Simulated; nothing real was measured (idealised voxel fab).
process module | voxel air gaps
cross-section cut | 300 nm wide | cells 5 nm
A cross-section is a grid of square cells, given in bands from the top down. A band is one or more rows of cells.
Each band's line starts with the height of the band's top and of its bottom, in nm. Then come its materials from left to right, each with its width in nm. One material with "throughout" fills the band from edge to edge. "air" is empty space.
Height 0 is the level under which the wafer as received is all one material. The lowest band goes on downwards, as in "0 down".
A width such as "30 to 40" changes by the same amount from each row of cells to the next, from the band's top row to its bottom row.
"no change" after a step means that no cell of the cross-section changed.
closed voids: empty space of 8 cells or more with no open way to the top, each as width x height at its distance from the left edge, in nm
after a step's settings: what the simulator itself notes on the step
overlay nm, on a step with a mask: how far to the right of its planned place the mask lay; to the left if negative
Each pair below shows a cross-section before one step and the cross-section after it, down to the lowest band that changed. The line under each pair gives the step between them, with its settings. The pairs can come from different runs of this module on the same starting wafer, so a pair continues from the pair above only where its "before" says so.
before
  50 to 25: lowk 55 | TiN 5 | W 15 | TiN 5 | lowk 30 | TiN 5 | W 15 | TiN 5 | lowk 30 | TiN 5 | W 15 | TiN 5 | lowk 30 | TiN 5 | W 15 | TiN 5 | lowk 55
  25 to 20: lowk 55 | TiN 25 | lowk 30 | TiN 25 | lowk 30 | TiN 25 | lowk 30 | TiN 25 | lowk 55
  20 to 15: SiCN throughout
  15 to 0: SiO2 throughout
  0 down: Si throughout
  closed voids: none
after
  55 to 50: SiCN throughout
  below 50: unchanged
  closed voids: none
the step between: op CONFORMAL_DEP | material SiCN | thk nm 5
before
  50 to 20: lowk throughout
  20 to 15: SiCN throughout
  15 to 0: SiO2 throughout
  0 down: Si throughout
  closed voids: none
after
  70 to 50: air 55 | resist 25 | air 30 | resist 25 | air 30 | resist 25 | air 30 | resist 25 | air 55
  below 50: unchanged
  closed voids: none
the step between: op PATTERN | tone cover | mask id LINES | material resist | width nm 25 | pitch nm 55 | thk nm 20 | overlay nm 0
before: the cross-section after the pair above
after
  70 to 50: air 55 | resist 25 | air 30 | resist 25 | air 30 | resist 25 | air 30 | resist 25 | air 55
  50 to 20: air 55 | lowk 25 | air 30 | lowk 25 | air 30 | lowk 25 | air 30 | lowk 25 | air 55
  below 20: unchanged
  closed voids: none
the step between: op DIRECTIONAL_ETCH | etch materials lowk | depth nm 30
before: the cross-section after the pair above
after
  50 to 20: air 55 | lowk 25 | air 30 | lowk 25 | air 30 | lowk 25 | air 30 | lowk 25 | air 55
  below 20: unchanged
  closed voids: none
the step between: op STRIP | etch materials resist
before: the cross-section after the pair above
after
  55 to 50: air 50 | TiN 35 | air 20 | TiN 35 | air 20 | TiN 35 | air 20 | TiN 35 | air 50
  50 to 25: air 50 | TiN 5 | lowk 25 | TiN 5 | air 20 | TiN 5 | lowk 25 | TiN 5 | air 20 | TiN 5 | lowk 25 | TiN 5 | air 20 | TiN 5 | lowk 25 | TiN 5 | air 50
  25 to 20: TiN 55 | lowk 25 | TiN 30 | lowk 25 | TiN 30 | lowk 25 | TiN 30 | lowk 25 | TiN 55
  below 20: unchanged
  closed voids: none
the step between: op CONFORMAL_DEP | material TiN | thk nm 5
before: the cross-section after the pair above
after
  60 to 55: W throughout
  55 to 50: W 50 | TiN 35 | W 20 | TiN 35 | W 20 | TiN 35 | W 20 | TiN 35 | W 50
  50 to 25: W 50 | TiN 5 | lowk 25 | TiN 5 | W 20 | TiN 5 | lowk 25 | TiN 5 | W 20 | TiN 5 | lowk 25 | TiN 5 | W 20 | TiN 5 | lowk 25 | TiN 5 | W 50
  below 25: unchanged
  closed voids: none
the step between: op FILL_DEP | material W | thk nm 5
before: the cross-section after the pair above
after
  50 to 25: W 50 | TiN 5 | lowk 25 | TiN 5 | W 20 | TiN 5 | lowk 25 | TiN 5 | W 20 | TiN 5 | lowk 25 | TiN 5 | W 20 | TiN 5 | lowk 25 | TiN 5 | W 50
  below 25: unchanged
  closed voids: none
the step between: op CMP | height nm 50
before: the cross-section after the pair above
after
  60 to 50: Ru 65 | air 5 | Ru 50 | air 5 | Ru 50 | air 5 | Ru 50 | air 5 | Ru 65
  below 50: unchanged
  closed voids: none
the step between: op EPI | material Ru | thk nm 10
before: the cross-section after the pair above
after
  60 to 50: Ru 65 | air 5 | Ru 50 | air 5 | Ru 50 | air 5 | Ru 50 | air 5 | Ru 65
  50 to 25: W 50 | TiN 5 | air 25 | TiN 5 | W 20 | TiN 5 | air 25 | TiN 5 | W 20 | TiN 5 | air 25 | TiN 5 | W 20 | TiN 5 | air 25 | TiN 5 | W 50
  25 to 20: TiN 55 | air 25 | TiN 30 | air 25 | TiN 30 | air 25 | TiN 30 | air 25 | TiN 55
  below 20: unchanged
  closed voids: none
the step between: op SELECTIVE_ETCH | etch materials lowk | depth nm 40
before: the cross-section after the pair above
after
  65 to 60: SiCN throughout
  60 to 50: Ru 65 | SiCN 5 | Ru 50 | SiCN 5 | Ru 50 | SiCN 5 | Ru 50 | SiCN 5 | Ru 65
  50 to 45: W 50 | TiN 5 | SiCN 25 | TiN 5 | W 20 | TiN 5 | SiCN 25 | TiN 5 | W 20 | TiN 5 | SiCN 25 | TiN 5 | W 20 | TiN 5 | SiCN 25 | TiN 5 | W 50
  45 to 25: W 50 | TiN 5 | SiCN 5 | air 15 | SiCN 5 | TiN 5 | W 20 | TiN 5 | SiCN 5 | air 15 | SiCN 5 | TiN 5 | W 20 | TiN 5 | SiCN 5 | air 15 | SiCN 5 | TiN 5 | W 20 | TiN 5 | SiCN 5 | air 15 | SiCN 5 | TiN 5 | W 50
  25 to 20: TiN 55 | SiCN 25 | TiN 30 | SiCN 25 | TiN 30 | SiCN 25 | TiN 30 | SiCN 25 | TiN 55
  below 20: unchanged
  closed voids: 15 x 20 at 60; 15 x 20 at 115; 15 x 20 at 170; 15 x 20 at 225
the step between: op CONFORMAL_DEP | material SiCN | thk nm 5
